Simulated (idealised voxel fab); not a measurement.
This is a process module. Its name is voxel transistor to metal.
It is cross-section cut that appears here, measuring 250 nm in width, its square cells being 5 nm in size.
Throughout this document, each cross-section is represented as a grid of square cells and is presented as a sequence of bands enumerated from the top downward, where a band comprises one or more rows of cells.
Each band's line starts with the height of the band's top and of its bottom, in nm. Then come its materials from left to right, each with its width in nm. One material with "everywhere" fills the band from edge to edge. "air" is empty space.
Convention: height 0 is the level below which the wafer, as received, is all one material. The lowest band does not terminate at the bottom but continues downward, represented as "0..down".
The expression "30->40" gives the width at the extremes of the band, the first number at its top row of cells and the second at its bottom row, with the width changing by equal amounts from each row to the next in between.
A step reported as "nothing got changed" is a step in which no cell of the cross-section changed.
The label "Closed void list" introduces a list of the empty spaces, 8 cells or larger, that have no open way up to the top; each entry in it reads width x height at distance, where the distance is taken from the left edge and all three are stated in nm.
If you see something after the settings on a step's line, that's the simulator's own remark about that step.
overlay nm: for a step with a mask, the amount by which the mask lay right of where it was planned; a negative amount means left of it.
# plan
1 RECEIVE with material Si
2 OXIDIZE with depth nm 5
3 CONFORMAL_DEP with material SiN, thk nm 15
4 PATTERN with tone cover, mask id ACTIVE, material resist, width nm 100, pitch nm 120, thk nm 15, overlay nm 0
5 DIRECTIONAL_ETCH with etch materials SiN, depth nm 15
6 DIRECTIONAL_ETCH with etch materials SiO2, depth nm 5
7 DIRECTIONAL_ETCH with etch materials Si, depth nm 35
8 STRIP with etch materials resist
9 OXIDIZE with depth nm 5
10 FILL_DEP with material SiO2, thk nm 5
11 CMP with height nm 15
12 SELECTIVE_ETCH with etch materials SiO2, depth nm 15
13 STRIP with etch materials SiN
14 SELECTIVE_ETCH with etch materials SiO2, depth nm 5
15 OXIDIZE with depth nm 5
16 DIRECTIONAL_DEP with material polySi, thk nm 30
17 DIRECTIONAL_DEP with material SiCN, thk nm 10
18 MASKED_ETCH with tone cover, mask id GATE, width nm 20, pitch nm 120, etch materials SiCN, depth nm 20, overlay nm 0
19 MASKED_ETCH with tone cover, mask id GATE, width nm 20, pitch nm 120, etch materials polySi, depth nm 40, overlay nm 0
20 CONFORMAL_DEP with material SiO2, thk nm 5
21 DIRECTIONAL_ETCH with etch materials SiO2, depth nm 5
22 CONFORMAL_DEP with material SiN, thk nm 5
23 DIRECTIONAL_ETCH with etch materials SiN, depth nm 5
24 DIRECTIONAL_ETCH with etch materials SiO2, depth nm 5
25 DIRECTIONAL_ETCH with etch materials Si, depth nm 15
26 EPI with material pSi, thk nm 15
27 FILL_DEP with material SiO2, thk nm 10
28 CMP with height nm 35
29 DIRECTIONAL_DEP with material SiO2, thk nm 15
30 MASKED_ETCH with tone open, mask id CONTACT, width nm 20, etch materials SiO2, depth nm 60, overlay nm 0
31 CONFORMAL_DEP with material TiN, thk nm 5
32 FILL_DEP with material Ru, thk nm 10
33 CMP with height nm 50
34 CONFORMAL_DEP with material SiN, thk nm 5
35 DIRECTIONAL_DEP with material lowk, thk nm 25
36 DIRECTIONAL_DEP with material aC, thk nm 10
37 PATTERN with tone open, mask id METAL_1, material resist, width nm 20, thk nm 25, overlay nm 0
38 DIRECTIONAL_ETCH with etch materials aC, depth nm 10
39 STRIP with etch materials resist
40 DIRECTIONAL_ETCH with etch materials lowk, depth nm 25
41 DIRECTIONAL_ETCH with etch materials SiN, depth nm 5
42 STRIP with etch materials aC
43 CONFORMAL_DEP with material TiN, thk nm 5
44 FILL_DEP with material Cu, thk nm 5
45 CMP with height nm 80
46 CONFORMAL_DEP with material SiCN, thk nm 5
47 DIRECTIONAL_DEP with material lowk, thk nm 25
48 PATTERN with tone open, mask id METAL_2, material resist, width nm 20, pitch nm 120, thk nm 20, overlay nm 0
49 DIRECTIONAL_ETCH with etch materials lowk, depth nm 15
50 STRIP with etch materials resist
51 PATTERN with tone open, mask id METAL_2_HOLES, material resist, width nm 15, pitch nm 120, thk nm 20, overlay nm 0
52 DIRECTIONAL_ETCH with etch materials lowk, depth nm 10
53 DIRECTIONAL_ETCH with etch materials SiCN, depth nm 5
54 STRIP with etch materials resist
55 CONFORMAL_DEP with material TiN, thk nm 5
56 FILL_DEP with material Cu, thk nm 10
57 CMP with height nm 110
58 CONFORMAL_DEP with material SiN, thk nm 5
# Wafer, first of two, run as planned
# Step 1 complete: cross-section of the wafer as received
    0..down  Si everywhere
    Closed void list: none
# How the wafer stands in section after step 2
    0..-5  SiO2 everywhere
    Under -5: no change, same as before.
# How the wafer stands in section after step 3
    15..0  SiN everywhere
    Under 0: no change, same as before.
# How the wafer stands in section after step 4
    30..15  15 of air | 100 of resist | 20 of air | 100 of resist | 15 of air
    Under 15: no change, same as before.
# How the wafer stands in section after step 5
    30..15  15 of air | 100 of resist | 20 of air | 100 of resist | 15 of air
    15..0  15 of air | 100 of SiN | 20 of air | 100 of SiN | 15 of air
    Under 0: no change, same as before.
# How the wafer stands in section after step 6
    30..15  15 of air | 100 of resist | 20 of air | 100 of resist | 15 of air
    15..0  15 of air | 100 of SiN | 20 of air | 100 of SiN | 15 of air
    0..-5  15 of air | 100 of SiO2 | 20 of air | 100 of SiO2 | 15 of air
    Under -5: no change, same as before.
# How the wafer stands in section after step 7
    30..15  15 of air | 100 of resist | 20 of air | 100 of resist | 15 of air
    15..0  15 of air | 100 of SiN | 20 of air | 100 of SiN | 15 of air
    0..-5  15 of air | 100 of SiO2 | 20 of air | 100 of SiO2 | 15 of air
    -5..-40  15 of air | 100 of Si | 20 of air | 100 of Si | 15 of air
    Under -40: no change, same as before.
# How the wafer stands in section after step 8
    15..0  15 of air | 100 of SiN | 20 of air | 100 of SiN | 15 of air
    Under 0: no change, same as before.
# How the wafer stands in section after step 9
    15..0  15 of air | 100 of SiN | 20 of air | 100 of SiN | 15 of air
    0..-5  15 of air | 100 of SiO2 | 20 of air | 100 of SiO2 | 15 of air
    -5..-40  15 of air | 5 of SiO2 | 90 of Si | 5 of SiO2 | 20 of air | 5 of SiO2 | 90 of Si | 5 of SiO2 | 15 of air
    -40..-45  20 of SiO2 | 90 of Si | 30 of SiO2 | 90 of Si | 20 of SiO2
    Under -45: no change, same as before.
# How the wafer stands in section after step 10
    20..15  SiO2 everywhere
    15..0  15 of SiO2 | 100 of SiN | 20 of SiO2 | 100 of SiN | 15 of SiO2
    0..-5  SiO2 everywhere
    -5..-45  20 of SiO2 | 90 of Si | 30 of SiO2 | 90 of Si | 20 of SiO2
    Under -45: no change, same as before.
# How the wafer stands in section after step 11
    15..0  15 of SiO2 | 100 of SiN | 20 of SiO2 | 100 of SiN | 15 of SiO2
    Under 0: no change, same as before.
# How the wafer stands in section after step 12
    15..0  15 of air | 100 of SiN | 20 of air | 100 of SiN | 15 of air
    Under 0: no change, same as before.
# How the wafer stands in section after step 13
    0..-5  SiO2 everywhere
    Under -5: no change, same as before.
# How the wafer stands in section after step 14
    -5..-45  20 of SiO2 | 90 of Si | 30 of SiO2 | 90 of Si | 20 of SiO2
    Under -45: no change, same as before.
# How the wafer stands in section after step 15
    -5..-10  SiO2 everywhere
    Under -10: no change, same as before.
# How the wafer stands in section after step 16
    25..-5  polySi everywhere
    Under -5: no change, same as before.
# How the wafer stands in section after step 17
    35..25  SiCN everywhere
    Under 25: no change, same as before.
# How the wafer stands in section after step 18
    35..25  55 of air | 20 of SiCN | 100 of air | 20 of SiCN | 55 of air
    Under 25: no change, same as before.
# How the wafer stands in section after step 19
    35..25  55 of air | 20 of SiCN | 100 of air | 20 of SiCN | 55 of air
    25..-5  55 of air | 20 of polySi | 100 of air | 20 of polySi | 55 of air
    Under -5: no change, same as before.
# How the wafer stands in section after step 20
    40..35  50 of air | 30 of SiO2 | 90 of air | 30 of SiO2 | 50 of air
    35..25  50 of air | 5 of SiO2 | 20 of SiCN | 5 of SiO2 | 90 of air | 5 of SiO2 | 20 of SiCN | 5 of SiO2 | 50 of air
    25..0  50 of air | 5 of SiO2 | 20 of polySi | 5 of SiO2 | 90 of air | 5 of SiO2 | 20 of polySi | 5 of SiO2 | 50 of air
    0..-5  55 of SiO2 | 20 of polySi | 100 of SiO2 | 20 of polySi | 55 of SiO2
    Under -5: no change, same as before.
# How the wafer stands in section after step 21
    35..25  50 of air | 5 of SiO2 | 20 of SiCN | 5 of SiO2 | 90 of air | 5 of SiO2 | 20 of SiCN | 5 of SiO2 | 50 of air
    25..-5  50 of air | 5 of SiO2 | 20 of polySi | 5 of SiO2 | 90 of air | 5 of SiO2 | 20 of polySi | 5 of SiO2 | 50 of air
    Under -5: no change, same as before.
# How the wafer stands in section after step 22
    40..35  45 of air | 40 of SiN | 80 of air | 40 of SiN | 45 of air
    35..25  45 of air | 5 of SiN | 5 of SiO2 | 20 of SiCN | 5 of SiO2 | 5 of SiN | 80 of air | 5 of SiN | 5 of SiO2 | 20 of SiCN | 5 of SiO2 | 5 of SiN | 45 of air
    25..0  45 of air | 5 of SiN | 5 of SiO2 | 20 of polySi | 5 of SiO2 | 5 of SiN | 80 of air | 5 of SiN | 5 of SiO2 | 20 of polySi | 5 of SiO2 | 5 of SiN | 45 of air
    0..-5  50 of SiN | 5 of SiO2 | 20 of polySi | 5 of SiO2 | 90 of SiN | 5 of SiO2 | 20 of polySi | 5 of SiO2 | 50 of SiN
    Under -5: no change, same as before.
# How the wafer stands in section after step 23
    35..25  45 of air | 5 of SiN | 5 of SiO2 | 20 of SiCN | 5 of SiO2 | 5 of SiN | 80 of air | 5 of SiN | 5 of SiO2 | 20 of SiCN | 5 of SiO2 | 5 of SiN | 45 of air
    25..-5  45 of air | 5 of SiN | 5 of SiO2 | 20 of polySi | 5 of SiO2 | 5 of SiN | 80 of air | 5 of SiN | 5 of SiO2 | 20 of polySi | 5 of SiO2 | 5 of SiN | 45 of air
    Under -5: no change, same as before.
# How the wafer stands in section after step 24
    35..30  45 of air | 5 of SiN | 5 of air | 20 of SiCN | 5 of air | 5 of SiN | 80 of air | 5 of SiN | 5 of air | 20 of SiCN | 5 of air | 5 of SiN | 45 of air
    30..25  45 of air | 5 of SiN | 5 of SiO2 | 20 of SiCN | 5 of SiO2 | 5 of SiN | 80 of air | 5 of SiN | 5 of SiO2 | 20 of SiCN | 5 of SiO2 | 5 of SiN | 45 of air
    25..-5  45 of air | 5 of SiN | 5 of SiO2 | 20 of polySi | 5 of SiO2 | 5 of SiN | 80 of air | 5 of SiN | 5 of SiO2 | 20 of polySi | 5 of SiO2 | 5 of SiN | 45 of air
    -5..-10  45 of air | 40 of SiO2 | 80 of air | 40 of SiO2 | 45 of air
    Under -10: no change, same as before.
# How the wafer stands in section after step 25
    35..30  45 of air | 5 of SiN | 5 of air | 20 of SiCN | 5 of air | 5 of SiN | 80 of air | 5 of SiN | 5 of air | 20 of SiCN | 5 of air | 5 of SiN | 45 of air
    30..25  45 of air | 5 of SiN | 5 of SiO2 | 20 of SiCN | 5 of SiO2 | 5 of SiN | 80 of air | 5 of SiN | 5 of SiO2 | 20 of SiCN | 5 of SiO2 | 5 of SiN | 45 of air
    25..-5  45 of air | 5 of SiN | 5 of SiO2 | 20 of polySi | 5 of SiO2 | 5 of SiN | 80 of air | 5 of SiN | 5 of SiO2 | 20 of polySi | 5 of SiO2 | 5 of SiN | 45 of air
    -5..-10  45 of air | 40 of SiO2 | 80 of air | 40 of SiO2 | 45 of air
    -10..-25  20 of SiO2 | 25 of air | 40 of Si | 25 of air | 30 of SiO2 | 25 of air | 40 of Si | 25 of air | 20 of SiO2
    Under -25: no change, same as before.
# How the wafer stands in section after step 26
    35..30  45 of air | 5 of SiN | 5 of air | 20 of SiCN | 5 of air | 5 of SiN | 80 of air | 5 of SiN | 5 of air | 20 of SiCN | 5 of air | 5 of SiN | 45 of air
    30..25  45 of air | 5 of SiN | 5 of SiO2 | 20 of SiCN | 5 of SiO2 | 5 of SiN | 80 of air | 5 of SiN | 5 of SiO2 | 20 of SiCN | 5 of SiO2 | 5 of SiN | 45 of air
    25..5  45 of air | 5 of SiN | 5 of SiO2 | 20 of polySi | 5 of SiO2 | 5 of SiN | 80 of air | 5 of SiN | 5 of SiO2 | 20 of polySi | 5 of SiO2 | 5 of SiN | 45 of air
    5..-5  30 of air | 15 of pSi | 5 of SiN | 5 of SiO2 | 20 of polySi | 5 of SiO2 | 5 of SiN | 15 of pSi | 50 of air | 15 of pSi | 5 of SiN | 5 of SiO2 | 20 of polySi | 5 of SiO2 | 5 of SiN | 15 of pSi | 30 of air
    -5..-10  30 of air | 15 of pSi | 40 of SiO2 | 15 of pSi | 50 of air | 15 of pSi | 40 of SiO2 | 15 of pSi | 30 of air
    -10..-25  20 of SiO2 | 25 of pSi | 40 of Si | 25 of pSi | 30 of SiO2 | 25 of pSi | 40 of Si | 25 of pSi | 20 of SiO2
    Under -25: no change, same as before.
# How the wafer stands in section after step 27
    45..35  SiO2 everywhere
    35..25  45 of SiO2 | 5 of SiN | 5 of SiO2 | 20 of SiCN | 5 of SiO2 | 5 of SiN | 80 of SiO2 | 5 of SiN | 5 of SiO2 | 20 of SiCN | 5 of SiO2 | 5 of SiN | 45 of SiO2
    25..5  45 of SiO2 | 5 of SiN | 5 of SiO2 | 20 of polySi | 5 of SiO2 | 5 of SiN | 80 of SiO2 | 5 of SiN | 5 of SiO2 | 20 of polySi | 5 of SiO2 | 5 of SiN | 45 of SiO2
    5..-5  30 of SiO2 | 15 of pSi | 5 of SiN | 5 of SiO2 | 20 of polySi | 5 of SiO2 | 5 of SiN | 15 of pSi | 50 of SiO2 | 15 of pSi | 5 of SiN | 5 of SiO2 | 20 of polySi | 5 of SiO2 | 5 of SiN | 15 of pSi | 30 of SiO2
    -5..-10  30 of SiO2 | 15 of pSi | 40 of SiO2 | 15 of pSi | 50 of SiO2 | 15 of pSi | 40 of SiO2 | 15 of pSi | 30 of SiO2
    Under -10: no change, same as before.
# How the wafer stands in section after step 28
    35..25  45 of SiO2 | 5 of SiN | 5 of SiO2 | 20 of SiCN | 5 of SiO2 | 5 of SiN | 80 of SiO2 | 5 of SiN | 5 of SiO2 | 20 of SiCN | 5 of SiO2 | 5 of SiN | 45 of SiO2
    Under 25: no change, same as before.
# How the wafer stands in section after step 29
    50..35  SiO2 everywhere
    Under 35: no change, same as before.
# How the wafer stands in section after step 30
    50..35  20 of SiO2 | 20 of air | 50 of SiO2 | 20 of air | 30 of SiO2 | 20 of air | 50 of SiO2 | 20 of air | 20 of SiO2
    35..25  20 of SiO2 | 20 of air | 5 of SiO2 | 5 of SiN | 5 of SiO2 | 20 of SiCN | 5 of SiO2 | 5 of SiN | 5 of SiO2 | 20 of air | 30 of SiO2 | 20 of air | 5 of SiO2 | 5 of SiN | 5 of SiO2 | 20 of SiCN | 5 of SiO2 | 5 of SiN | 5 of SiO2 | 20 of air | 20 of SiO2
    25..5  20 of SiO2 | 20 of air | 5 of SiO2 | 5 of SiN | 5 of SiO2 | 20 of polySi | 5 of SiO2 | 5 of SiN | 5 of SiO2 | 20 of air | 30 of SiO2 | 20 of air | 5 of SiO2 | 5 of SiN | 5 of SiO2 | 20 of polySi | 5 of SiO2 | 5 of SiN | 5 of SiO2 | 20 of air | 20 of SiO2
    5..-5  20 of SiO2 | 10 of air | 15 of pSi | 5 of SiN | 5 of SiO2 | 20 of polySi | 5 of SiO2 | 5 of SiN | 15 of pSi | 10 of air | 30 of SiO2 | 10 of air | 15 of pSi | 5 of SiN | 5 of SiO2 | 20 of polySi | 5 of SiO2 | 5 of SiN | 15 of pSi | 10 of air | 20 of SiO2
    -5..-10  20 of SiO2 | 10 of air | 15 of pSi | 40 of SiO2 | 15 of pSi | 10 of air | 30 of SiO2 | 10 of air | 15 of pSi | 40 of SiO2 | 15 of pSi | 10 of air | 20 of SiO2
    Under -10: no change, same as before.
# How the wafer stands in section after step 31
    55..50  25 of TiN | 10 of air | 60 of TiN | 10 of air | 40 of TiN | 10 of air | 60 of TiN | 10 of air | 25 of TiN
    50..35  20 of SiO2 | 5 of TiN | 10 of air | 5 of TiN | 50 of SiO2 | 5 of TiN | 10 of air | 5 of TiN | 30 of SiO2 | 5 of TiN | 10 of air | 5 of TiN | 50 of SiO2 | 5 of TiN | 10 of air | 5 of TiN | 20 of SiO2
    35..25  20 of SiO2 | 5 of TiN | 10 of air | 5 of TiN | 5 of SiO2 | 5 of SiN | 5 of SiO2 | 20 of SiCN | 5 of SiO2 | 5 of SiN | 5 of SiO2 | 5 of TiN | 10 of air | 5 of TiN | 30 of SiO2 | 5 of TiN | 10 of air | 5 of TiN | 5 of SiO2 | 5 of SiN | 5 of SiO2 | 20 of SiCN | 5 of SiO2 | 5 of SiN | 5 of SiO2 | 5 of TiN | 10 of air | 5 of TiN | 20 of SiO2
    25..10  20 of SiO2 | 5 of TiN | 10 of air | 5 of TiN | 5 of SiO2 | 5 of SiN | 5 of SiO2 | 20 of polySi | 5 of SiO2 | 5 of SiN | 5 of SiO2 | 5 of TiN | 10 of air | 5 of TiN | 30 of SiO2 | 5 of TiN | 10 of air | 5 of TiN | 5 of SiO2 | 5 of SiN | 5 of SiO2 | 20 of polySi | 5 of SiO2 | 5 of SiN | 5 of SiO2 | 5 of TiN | 10 of air | 5 of TiN | 20 of SiO2
    10..5  20 of SiO2 | 20 of TiN | 5 of SiO2 | 5 of SiN | 5 of SiO2 | 20 of polySi | 5 of SiO2 | 5 of SiN | 5 of SiO2 | 20 of TiN | 30 of SiO2 | 20 of TiN | 5 of SiO2 | 5 of SiN | 5 of SiO2 | 20 of polySi | 5 of SiO2 | 5 of SiN | 5 of SiO2 | 20 of TiN | 20 of SiO2
    5..-5  20 of SiO2 | 10 of TiN | 15 of pSi | 5 of SiN | 5 of SiO2 | 20 of polySi | 5 of SiO2 | 5 of SiN | 15 of pSi | 10 of TiN | 30 of SiO2 | 10 of TiN | 15 of pSi | 5 of SiN | 5 of SiO2 | 20 of polySi | 5 of SiO2 | 5 of SiN | 15 of pSi | 10 of TiN | 20 of SiO2
    -5..-10  20 of SiO2 | 10 of TiN | 15 of pSi | 40 of SiO2 | 15 of pSi | 10 of TiN | 30 of SiO2 | 10 of TiN | 15 of pSi | 40 of SiO2 | 15 of pSi | 10 of TiN | 20 of SiO2
    Under -10: no change, same as before.
# How the wafer stands in section after step 32
    65..55  Ru everywhere
    55..50  25 of TiN | 10 of Ru | 60 of TiN | 10 of Ru | 40 of TiN | 10 of Ru | 60 of TiN | 10 of Ru | 25 of TiN
    50..35  20 of SiO2 | 5 of TiN | 10 of Ru | 5 of TiN | 50 of SiO2 | 5 of TiN | 10 of Ru | 5 of TiN | 30 of SiO2 | 5 of TiN | 10 of Ru | 5 of TiN | 50 of SiO2 | 5 of TiN | 10 of Ru | 5 of TiN | 20 of SiO2
    35..25  20 of SiO2 | 5 of TiN | 10 of Ru | 5 of TiN | 5 of SiO2 | 5 of SiN | 5 of SiO2 | 20 of SiCN | 5 of SiO2 | 5 of SiN | 5 of SiO2 | 5 of TiN | 10 of Ru | 5 of TiN | 30 of SiO2 | 5 of TiN | 10 of Ru | 5 of TiN | 5 of SiO2 | 5 of SiN | 5 of SiO2 | 20 of SiCN | 5 of SiO2 | 5 of SiN | 5 of SiO2 | 5 of TiN | 10 of Ru | 5 of TiN | 20 of SiO2
    25..10  20 of SiO2 | 5 of TiN | 10 of Ru | 5 of TiN | 5 of SiO2 | 5 of SiN | 5 of SiO2 | 20 of polySi | 5 of SiO2 | 5 of SiN | 5 of SiO2 | 5 of TiN | 10 of Ru | 5 of TiN | 30 of SiO2 | 5 of TiN | 10 of Ru | 5 of TiN | 5 of SiO2 | 5 of SiN | 5 of SiO2 | 20 of polySi | 5 of SiO2 | 5 of SiN | 5 of SiO2 | 5 of TiN | 10 of Ru | 5 of TiN | 20 of SiO2
    Under 10: no change, same as before.
# How the wafer stands in section after step 33
    50..35  20 of SiO2 | 5 of TiN | 10 of Ru | 5 of TiN | 50 of SiO2 | 5 of TiN | 10 of Ru | 5 of TiN | 30 of SiO2 | 5 of TiN | 10 of Ru | 5 of TiN | 50 of SiO2 | 5 of TiN | 10 of Ru | 5 of TiN | 20 of SiO2
    Under 35: no change, same as before.
# How the wafer stands in section after step 34
    55..50  SiN everywhere
    Under 50: no change, same as before.
# How the wafer stands in section after step 35
    80..55  lowk everywhere
    Under 55: no change, same as before.
# How the wafer stands in section after step 36
    90..80  aC everywhere
    Under 80: no change, same as before.
# How the wafer stands in section after step 37
    115..90  20 of resist | 20 of air | 50 of resist | 20 of air | 30 of resist | 20 of air | 50 of resist | 20 of air | 20 of resist
    Under 90: no change, same as before.
# How the wafer stands in section after step 38
    105..90  20 of resist | 20 of air | 50 of resist | 20 of air | 30 of resist | 20 of air | 50 of resist | 20 of air | 20 of resist
    90..80  20 of aC | 20 of air | 50 of aC | 20 of air | 30 of aC | 20 of air | 50 of aC | 20 of air | 20 of aC
    Under 80: no change, same as before.
# How the wafer stands in section after step 39
    90..80  20 of aC | 20 of air | 50 of aC | 20 of air | 30 of aC | 20 of air | 50 of aC | 20 of air | 20 of aC
    Under 80: no change, same as before.
# How the wafer stands in section after step 40
    90..80  20 of aC | 20 of air | 50 of aC | 20 of air | 30 of aC | 20 of air | 50 of aC | 20 of air | 20 of aC
    80..55  20 of lowk | 20 of air | 50 of lowk | 20 of air | 30 of lowk | 20 of air | 50 of lowk | 20 of air | 20 of lowk
    Under 55: no change, same as before.
# How the wafer stands in section after step 41
    90..80  20 of aC | 20 of air | 50 of aC | 20 of air | 30 of aC | 20 of air | 50 of aC | 20 of air | 20 of aC
    80..55  20 of lowk | 20 of air | 50 of lowk | 20 of air | 30 of lowk | 20 of air | 50 of lowk | 20 of air | 20 of lowk
    55..50  20 of SiN | 20 of air | 50 of SiN | 20 of air | 30 of SiN | 20 of air | 50 of SiN | 20 of air | 20 of SiN
    Under 50: no change, same as before.
# How the wafer stands in section after step 42
    80..55  20 of lowk | 20 of air | 50 of lowk | 20 of air | 30 of lowk | 20 of air | 50 of lowk | 20 of air | 20 of lowk
    Under 55: no change, same as before.
# How the wafer stands in section after step 43
    85..80  25 of TiN | 10 of air | 60 of TiN | 10 of air | 40 of TiN | 10 of air | 60 of TiN | 10 of air | 25 of TiN
    80..55  20 of lowk | 5 of TiN | 10 of air | 5 of TiN | 50 of lowk | 5 of TiN | 10 of air | 5 of TiN | 30 of lowk | 5 of TiN | 10 of air | 5 of TiN | 50 of lowk | 5 of TiN | 10 of air | 5 of TiN | 20 of lowk
    55..50  20 of SiN | 20 of TiN | 50 of SiN | 20 of TiN | 30 of SiN | 20 of TiN | 50 of SiN | 20 of TiN | 20 of SiN
    Under 50: no change, same as before.
# How the wafer stands in section after step 44
    90..85  Cu everywhere
    85..80  25 of TiN | 10 of Cu | 60 of TiN | 10 of Cu | 40 of TiN | 10 of Cu | 60 of TiN | 10 of Cu | 25 of TiN
    80..55  20 of lowk | 5 of TiN | 10 of Cu | 5 of TiN | 50 of lowk | 5 of TiN | 10 of Cu | 5 of TiN | 30 of lowk | 5 of TiN | 10 of Cu | 5 of TiN | 50 of lowk | 5 of TiN | 10 of Cu | 5 of TiN | 20 of lowk
    Under 55: no change, same as before.
# How the wafer stands in section after step 45
    80..55  20 of lowk | 5 of TiN | 10 of Cu | 5 of TiN | 50 of lowk | 5 of TiN | 10 of Cu | 5 of TiN | 30 of lowk | 5 of TiN | 10 of Cu | 5 of TiN | 50 of lowk | 5 of TiN | 10 of Cu | 5 of TiN | 20 of lowk
    Under 55: no change, same as before.
# How the wafer stands in section after step 46
    85..80  SiCN everywhere
    Under 80: no change, same as before.
# How the wafer stands in section after step 47
    110..85  lowk everywhere
    Under 85: no change, same as before.
# How the wafer stands in section after step 48
    130..110  20 of resist | 20 of air | 100 of resist | 20 of air | 90 of resist
    Under 110: no change, same as before.
# How the wafer stands in section after step 49
    130..110  20 of resist | 20 of air | 100 of resist | 20 of air | 90 of resist
    110..95  20 of lowk | 20 of air | 100 of lowk | 20 of air | 90 of lowk
    Under 95: no change, same as before.
# How the wafer stands in section after step 50
    110..95  20 of lowk | 20 of air | 100 of lowk | 20 of air | 90 of lowk
    Under 95: no change, same as before.
# How the wafer stands in section after step 51
    130..110  20 of resist | 15 of air | 105 of resist | 15 of air | 95 of resist
    110..95  20 of lowk | 15 of air | 5 of resist | 100 of lowk | 15 of air | 5 of resist | 90 of lowk
    Under 95: no change, same as before.
# How the wafer stands in section after step 52
    130..110  20 of resist | 15 of air | 105 of resist | 15 of air | 95 of resist
    110..95  20 of lowk | 15 of air | 5 of resist | 100 of lowk | 15 of air | 5 of resist | 90 of lowk
    95..85  20 of lowk | 15 of air | 105 of lowk | 15 of air | 95 of lowk
    Under 85: no change, same as before.
# How the wafer stands in section after step 53
    130..110  20 of resist | 15 of air | 105 of resist | 15 of air | 95 of resist
    110..95  20 of lowk | 15 of air | 5 of resist | 100 of lowk | 15 of air | 5 of resist | 90 of lowk
    95..85  20 of lowk | 15 of air | 105 of lowk | 15 of air | 95 of lowk
    85..80  20 of SiCN | 15 of air | 105 of SiCN | 15 of air | 95 of SiCN
    Under 80: no change, same as before.
# How the wafer stands in section after step 54
    110..95  20 of lowk | 20 of air | 100 of lowk | 20 of air | 90 of lowk
    Under 95: no change, same as before.
# How the wafer stands in section after step 55
    115..110  25 of TiN | 10 of air | 110 of TiN | 10 of air | 95 of TiN
    110..100  20 of lowk | 5 of TiN | 10 of air | 5 of TiN | 100 of lowk | 5 of TiN | 10 of air | 5 of TiN | 90 of lowk
    100..95  20 of lowk | 5 of TiN | 5 of air | 10 of TiN | 100 of lowk | 5 of TiN | 5 of air | 10 of TiN | 90 of lowk
    95..85  20 of lowk | 5 of TiN | 5 of air | 5 of TiN | 105 of lowk | 5 of TiN | 5 of air | 5 of TiN | 95 of lowk
    85..80  20 of SiCN | 15 of TiN | 105 of SiCN | 15 of TiN | 95 of SiCN
    Under 80: no change, same as before.
# How the wafer stands in section after step 56
    125..115  Cu everywhere
    115..110  25 of TiN | 10 of Cu | 110 of TiN | 10 of Cu | 95 of TiN
    110..100  20 of lowk | 5 of TiN | 10 of Cu | 5 of TiN | 100 of lowk | 5 of TiN | 10 of Cu | 5 of TiN | 90 of lowk
    100..95  20 of lowk | 5 of TiN | 5 of Cu | 10 of TiN | 100 of lowk | 5 of TiN | 5 of Cu | 10 of TiN | 90 of lowk
    95..85  20 of lowk | 5 of TiN | 5 of Cu | 5 of TiN | 105 of lowk | 5 of TiN | 5 of Cu | 5 of TiN | 95 of lowk
    Under 85: no change, same as before.
# How the wafer stands in section after step 57
    110..100  20 of lowk | 5 of TiN | 10 of Cu | 5 of TiN | 100 of lowk | 5 of TiN | 10 of Cu | 5 of TiN | 90 of lowk
    Under 100: no change, same as before.
# How the wafer stands in section after step 58
    115..110  SiN everywhere
    Under 110: no change, same as before.
# Wafer two. Same start, same plan, one slip in execution. Same as wafer one through step 45, inclusive
# Second wafer, sectioned view, at step 46's planned end time
    85..80  TiN everywhere
    Under 80: no change, same as before.
# Second wafer, sectioned view, at step 47's planned end time
    110..85  lowk everywhere
    Under 85: no change, same as before.
# Second wafer, sectioned view, at step 48's planned end time
    130..110  20 of resist | 20 of air | 100 of resist | 20 of air | 90 of resist
    Under 110: no change, same as before.
# Second wafer, sectioned view, at step 49's planned end time
    130..110  20 of resist | 20 of air | 100 of resist | 20 of air | 90 of resist
    110..95  20 of lowk | 20 of air | 100 of lowk | 20 of air | 90 of lowk
    Under 95: no change, same as before.
# Second wafer, sectioned view, at step 50's planned end time
    110..95  20 of lowk | 20 of air | 100 of lowk | 20 of air | 90 of lowk
    Under 95: no change, same as before.
# Second wafer, sectioned view, at step 51's planned end time
    130..110  20 of resist | 15 of air | 105 of resist | 15 of air | 95 of resist
    110..95  20 of lowk | 15 of air | 5 of resist | 100 of lowk | 15 of air | 5 of resist | 90 of lowk
    Under 95: no change, same as before.
# Second wafer, sectioned view, at step 52's planned end time
    130..110  20 of resist | 15 of air | 105 of resist | 15 of air | 95 of resist
    110..95  20 of lowk | 15 of air | 5 of resist | 100 of lowk | 15 of air | 5 of resist | 90 of lowk
    95..85  20 of lowk | 15 of air | 105 of lowk | 15 of air | 95 of lowk
    Under 85: no change, same as before.
Second wafer, sectioned view, at step 53's planned end time: nothing got changed
# Second wafer, sectioned view, at step 54's planned end time
    110..95  20 of lowk | 20 of air | 100 of lowk | 20 of air | 90 of lowk
    Under 95: no change, same as before.
# Second wafer, sectioned view, at step 55's planned end time
    115..110  25 of TiN | 10 of air | 110 of TiN | 10 of air | 95 of TiN
    110..100  20 of lowk | 5 of TiN | 10 of air | 5 of TiN | 100 of lowk | 5 of TiN | 10 of air | 5 of TiN | 90 of lowk
    100..90  20 of lowk | 5 of TiN | 5 of air | 10->5 of TiN | 100->105 of lowk | 5 of TiN | 5 of air | 10->5 of TiN | 90->95 of lowk
    90..85  20 of lowk | 15 of TiN | 105 of lowk | 15 of TiN | 95 of lowk
    Under 85: no change, same as before.
# Second wafer, sectioned view, at step 56's planned end time
    125..115  Cu everywhere
    115..110  25 of TiN | 10 of Cu | 110 of TiN | 10 of Cu | 95 of TiN
    110..100  20 of lowk | 5 of TiN | 10 of Cu | 5 of TiN | 100 of lowk | 5 of TiN | 10 of Cu | 5 of TiN | 90 of lowk
    100..90  20 of lowk | 5 of TiN | 5 of Cu | 10->5 of TiN | 100->105 of lowk | 5 of TiN | 5 of Cu | 10->5 of TiN | 90->95 of lowk
    Under 90: no change, same as before.
# Second wafer, sectioned view, at step 57's planned end time
    110..100  20 of lowk | 5 of TiN | 10 of Cu | 5 of TiN | 100 of lowk | 5 of TiN | 10 of Cu | 5 of TiN | 90 of lowk
    Under 100: no change, same as before.
# Second wafer, sectioned view, at step 58's planned end time
    115..110  SiN everywhere
    Under 110: no change, same as before.
Processing error: not per plan at step 46, really ran CONFORMAL_DEP with material TiN, thk nm 5
Count the cells at the end and the second wafer has more or fewer of some materials than the first: 2 fewer of Cu, 44 fewer of SiCN, 46 more of TiN
